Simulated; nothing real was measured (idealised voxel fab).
process module | voxel transistor to metal
cross-section cut | 200 nm wide | cells 5 nm
A cross-section is a grid of square cells, given in bands from the top down. A band is one or more rows of cells.
Each band's line starts with the height of the band's top and of its bottom, in nm. Then come its materials from left to right, each with its width in nm. One material with "throughout" fills the band from edge to edge. "air" is empty space.
Height 0 is the level under which the wafer as received is all one material. The lowest band goes on downwards, as in "0 down".
A width such as "30 to 40" changes by the same amount from each row of cells to the next, from the band's top row to its bottom row.
"no change" after a step means that no cell of the cross-section changed.
closed voids: empty space of 8 cells or more with no open way to the top, each as width x height at its distance from the left edge, in nm
after a step's settings: what the simulator itself notes on the step
overlay nm, on a step with a mask: how far to the right of its planned place the mask lay; to the left if negative
plan
1 op RECEIVE | material Si
2 op CONFORMAL_DEP | material SiO2 | thk nm 5
3 op CONFORMAL_DEP | material SiN | thk nm 15
4 op PATTERN | tone cover | mask id ACTIVE | material resist | width nm 105 | thk nm 15 | overlay nm 0
5 op DIRECTIONAL_ETCH | etch materials SiN | depth nm 15
6 op DIRECTIONAL_ETCH | etch materials SiO2 | depth nm 5
7 op DIRECTIONAL_ETCH | etch materials Si | depth nm 35
8 op STRIP | etch materials resist
9 op OXIDIZE | depth nm 5
10 op FILL_DEP | material SiO2 | thk nm 5
11 op CMP | height nm 20
12 op SELECTIVE_ETCH | etch materials SiO2 | depth nm 15
13 op STRIP | etch materials SiN
14 op SELECTIVE_ETCH | etch materials SiO2 | depth nm 5
15 op OXIDIZE | depth nm 5
16 op DIRECTIONAL_DEP | material polySi | thk nm 30
17 op DIRECTIONAL_DEP | material SiCN | thk nm 15
18 op DIRECTIONAL_DEP | material aC | thk nm 15
19 op PATTERN | tone cover | mask id GATE | material resist | width nm 15 | thk nm 30 | overlay nm 0
20 op DIRECTIONAL_ETCH | etch materials aC | depth nm 15
21 op STRIP | etch materials resist
22 op DIRECTIONAL_ETCH | etch materials SiCN | depth nm 25
23 op DIRECTIONAL_ETCH | etch materials polySi | depth nm 40
24 op STRIP | etch materials aC
25 op CONFORMAL_DEP | material SiN | thk nm 10
26 op DIRECTIONAL_ETCH | etch materials SiN | depth nm 10
27 op DIRECTIONAL_ETCH | etch materials SiO2 | depth nm 5
28 op DIRECTIONAL_ETCH | etch materials Si | depth nm 10
29 op EPI | material pSi | thk nm 15
30 op FILL_DEP | material SiO2 | thk nm 5
31 op CMP | height nm 45
32 op DIRECTIONAL_DEP | material SiO2 | thk nm 10
33 op MASKED_ETCH | tone open | mask id CONTACT | width nm 20 | pitch nm 75 | etch materials SiO2 | depth nm 55 | overlay nm 0
34 op CONFORMAL_DEP | material TiN | thk nm 5
35 op FILL_DEP | material Ru | thk nm 10
36 op CMP | height nm 55
37 op CONFORMAL_DEP | material SiCN | thk nm 5
38 op DIRECTIONAL_DEP | material SiO2 | thk nm 20
39 op MASKED_ETCH | tone open | mask id METAL_1 | width nm 20 | pitch nm 75 | etch materials SiO2 | depth nm 20 | overlay nm 0
40 op MASKED_ETCH | tone open | mask id METAL_1 | width nm 15 | pitch nm 75 | etch materials SiCN | depth nm 5 | overlay nm 0
41 op CONFORMAL_DEP | material TiN | thk nm 5
42 op FILL_DEP | material Cu | thk nm 5
43 op CMP | height nm 80
44 op CONFORMAL_DEP | material SiCN | thk nm 5
45 op DIRECTIONAL_DEP | material lowk | thk nm 35
46 op PATTERN | tone open | mask id METAL_2 | material resist | width nm 20 | pitch nm 75 | thk nm 15 | overlay nm 0
47 op DIRECTIONAL_ETCH | etch materials lowk | depth nm 20
48 op STRIP | etch materials resist
49 op MASKED_ETCH | tone open | mask id METAL_2_HOLES | width nm 15 | pitch nm 75 | etch materials lowk | depth nm 15 | overlay nm 0
50 op MASKED_ETCH | tone open | mask id METAL_2_HOLES | width nm 15 | pitch nm 75 | etch materials SiCN | depth nm 5 | overlay nm 0
51 op CONFORMAL_DEP | material TiN | thk nm 5
52 op FILL_DEP | material Ru | thk nm 5
53 op CMP | height nm 120
54 op CONFORMAL_DEP | material SiN | thk nm 5
varied across the wafers: width nm of step 40. The plan shows the first wafer's value. All wafers start alike
first wafer as received, after step 1
  0 down: Si throughout
  closed voids: none
first wafer at the end, after step 54
  125 to 120: SiN throughout
  120 to 105: lowk 50 | TiN 5 | Ru 10 | TiN 5 | lowk 55 | TiN 5 | Ru 10 | TiN 5 | lowk 55
  105 to 100: lowk 50 | TiN 5 | Ru 5 | TiN 10 | lowk 55 | TiN 5 | Ru 5 | TiN 10 | lowk 55
  100 to 85: lowk 50 | TiN 5 | Ru 5 | TiN 5 | lowk 60 | TiN 5 | Ru 5 | TiN 5 | lowk 60
  85 to 80: SiCN 50 | TiN 15 | SiCN 60 | TiN 15 | SiCN 60
  80 to 65: SiO2 50 | TiN 5 | Cu 10 | TiN 5 | SiO2 55 | TiN 5 | Cu 10 | TiN 5 | SiO2 55
  65 to 60: SiO2 50 | TiN 10 | Cu 5 | TiN 5 | SiO2 55 | TiN 10 | Cu 5 | TiN 5 | SiO2 55
  60 to 55: SiCN 55 | TiN 15 | SiCN 60 | TiN 15 | SiCN 55
  55 to 45: SiO2 50 | TiN 5 | Ru 10 | TiN 5 | SiO2 55 | TiN 5 | Ru 10 | TiN 5 | SiO2 55
  45 to 30: SiO2 50 | TiN 5 | Ru 10 | TiN 5 | SiO2 10 | SiN 10 | SiCN 15 | SiN 10 | SiO2 10 | TiN 5 | Ru 10 | TiN 5 | SiO2 55
  30 to 15: SiO2 50 | TiN 5 | Ru 10 | TiN 5 | SiO2 10 | SiN 10 | polySi 15 | SiN 10 | SiO2 10 | TiN 5 | Ru 10 | TiN 5 | SiO2 55
  15 to 10: SiO2 50 | TiN 5 | Ru 5 | TiN 10 | SiO2 10 | SiN 10 | polySi 15 | SiN 10 | SiO2 10 | TiN 10 | Ru 5 | TiN 5 | SiO2 55
  10 to 5: SiO2 50 | TiN 5 | Ru 5 | TiN 5 | pSi 15 | SiN 10 | polySi 15 | SiN 10 | pSi 15 | TiN 5 | Ru 5 | TiN 5 | SiO2 55
  5 to 0: SiO2 50 | TiN 15 | pSi 15 | SiN 10 | polySi 15 | SiN 10 | pSi 15 | TiN 15 | SiO2 55
  0 to -5: SiO2 45 | pSi 35 | SiO2 35 | pSi 35 | SiO2 50
  -5 to -15: SiO2 50 | pSi 30 | Si 35 | pSi 30 | SiO2 55
  -15 to -40: SiO2 50 | Si 95 | SiO2 55
  -40 down: Si throughout
  closed voids: none
last wafer at the end
  125 to 120: SiN throughout
  120 to 105: lowk 50 | TiN 5 | Ru 10 | TiN 5 | lowk 55 | TiN 5 | Ru 10 | TiN 5 | lowk 55
  105 to 100: lowk 50 | TiN 5 | Ru 5 | TiN 10 | lowk 55 | TiN 5 | Ru 5 | TiN 10 | lowk 55
  100 to 85: lowk 50 | TiN 5 | Ru 5 | TiN 5 | lowk 60 | TiN 5 | Ru 5 | TiN 5 | lowk 60
  85 to 80: SiCN 50 | TiN 15 | SiCN 60 | TiN 15 | SiCN 60
  80 to 60: SiO2 50 | TiN 5 | Cu 10 | TiN 5 | SiO2 55 | TiN 5 | Cu 10 | TiN 5 | SiO2 55
  60 to 55: SiCN 50 | TiN 20 | SiCN 55 | TiN 20 | SiCN 55
  55 to 45: SiO2 50 | TiN 5 | Ru 10 | TiN 5 | SiO2 55 | TiN 5 | Ru 10 | TiN 5 | SiO2 55
  45 to 30: SiO2 50 | TiN 5 | Ru 10 | TiN 5 | SiO2 10 | SiN 10 | SiCN 15 | SiN 10 | SiO2 10 | TiN 5 | Ru 10 | TiN 5 | SiO2 55
  30 to 15: SiO2 50 | TiN 5 | Ru 10 | TiN 5 | SiO2 10 | SiN 10 | polySi 15 | SiN 10 | SiO2 10 | TiN 5 | Ru 10 | TiN 5 | SiO2 55
  15 to 10: SiO2 50 | TiN 5 | Ru 5 | TiN 10 | SiO2 10 | SiN 10 | polySi 15 | SiN 10 | SiO2 10 | TiN 10 | Ru 5 | TiN 5 | SiO2 55
  10 to 5: SiO2 50 | TiN 5 | Ru 5 | TiN 5 | pSi 15 | SiN 10 | polySi 15 | SiN 10 | pSi 15 | TiN 5 | Ru 5 | TiN 5 | SiO2 55
  5 to 0: SiO2 50 | TiN 15 | pSi 15 | SiN 10 | polySi 15 | SiN 10 | pSi 15 | TiN 15 | SiO2 55
  0 to -5: SiO2 45 | pSi 35 | SiO2 35 | pSi 35 | SiO2 50
  -5 to -15: SiO2 50 | pSi 30 | Si 35 | pSi 30 | SiO2 55
  -15 to -40: SiO2 50 | Si 95 | SiO2 55
  -40 down: Si throughout
  closed voids: none
each wafer at the end: cells of each material gained (+) or lost (-) since it was received, then its closed voids
width nm 15 | +14 Cu | +56 Ru | -211 Si | +77 SiCN | +76 SiN | +582 SiO2 | +108 TiN | +230 lowk | +50 pSi | +18 polySi | closed voids: none
width nm 20 | +16 Cu | +56 Ru | -211 Si | +75 SiCN | +76 SiN | +582 SiO2 | +108 TiN | +230 lowk | +50 pSi | +18 polySi | closed voids: none
width nm 25 | +16 Cu | +56 Ru | -211 Si | +75 SiCN | +76 SiN | +582 SiO2 | +108 TiN | +230 lowk | +50 pSi | +18 polySi | closed voids: none
width nm 30 | +16 Cu | +56 Ru | -211 Si | +75 SiCN | +76 SiN | +582 SiO2 | +108 TiN | +230 lowk | +50 pSi | +18 polySi | closed voids: none
width nm 35 | +16 Cu | +56 Ru | -211 Si | +75 SiCN | +76 SiN | +582 SiO2 | +108 TiN | +230 lowk | +50 pSi | +18 polySi | closed voids: none
